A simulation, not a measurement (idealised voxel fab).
Module name: voxel released beams (process module)
This is section cut - it's 215 nm across, gridded in 5 nm square cells.
If you're reading a cross-section in this doc, picture square cells in a grid; it comes to you as bands, top ones listed first down to the bottom, and a band can be one or more rows of cells. In this notation a band is specified by the heights of its top and bottom, in that order and in nm, after which its materials appear from left to right, each paired with its width in nm. The word "edge to edge" attached to a single material means that material fills the band from edge to edge; the word "air" stands for empty space. Heads up on the height convention: 0 is the point under which the incoming wafer is all one material, and the lowest band has no bottom, it just keeps going down, like "top 0, no bottom". So if you see something like "30 to 40" for the width, read it as the top row of the band sitting at the first number and the bottom row at the second, with every row in between moving by the same amount as the last. "remained the same" (step): cross-section cells unchanged, all of them. What "Closed cavity list" gives you is every empty space of 8 cells or more that is cut off from the top. Each appears as width x height at distance, with the distance taken from the left edge and width, height and distance all in nm. Step line, after settings: the simulator's comment on this step. A step line may carry the setting "overlay nm", which, for steps involving a mask, states the distance by which the mask lay to the right of its intended position; negative values denote displacement to the left.
## The following list gives the planned process steps
1) RECEIVE (material Si)
2) CONFORMAL_DEP (material Al2O3; thk nm 5)
3) DIRECTIONAL_DEP (material SiO2; thk nm 10)
4) PATTERN (tone open; mask id ANCHOR; material resist; width nm 45; thk nm 15; overlay nm 0)
5) DIRECTIONAL_ETCH (etch materials SiO2; depth nm 10)
6) STRIP (etch materials resist)
7) CONFORMAL_DEP (material polySi; thk nm 15)
8) PATTERN (tone cover; mask id BEAM; material resist; width nm 115; thk nm 15; overlay nm 0)
9) DIRECTIONAL_ETCH (etch materials polySi; depth nm 15)
10) STRIP (etch materials resist)
11) STRIP (etch materials SiO2)
The width nm used in step 8 is not the same on every wafer, whereas the starting condition is; the value printed in the plan is the first wafer's.
## Cut through the first of several wafers as received, post step 1
    top 0, no bottom  Si edge to edge
    Closed cavity list: none
## Note: the following table is arranged by wafer, a row apiece. Each row reports the end-of-module state: per material, cells gained (+) or cells lost (-) compared with the wafer as received; closed voids follow
width nm 115 | +43 Al2O3 | +81 polySi | Closed cavity list: none
width nm 120 | +43 Al2O3 | +84 polySi | Closed cavity list: none
width nm 125 | +43 Al2O3 | +87 polySi | Closed cavity list: none
width nm 130 | +43 Al2O3 | +90 polySi | Closed cavity list: none
width nm 135 | +43 Al2O3 | +93 polySi | Closed cavity list: none
width nm 140 | +43 Al2O3 | +96 polySi | Closed cavity list: none
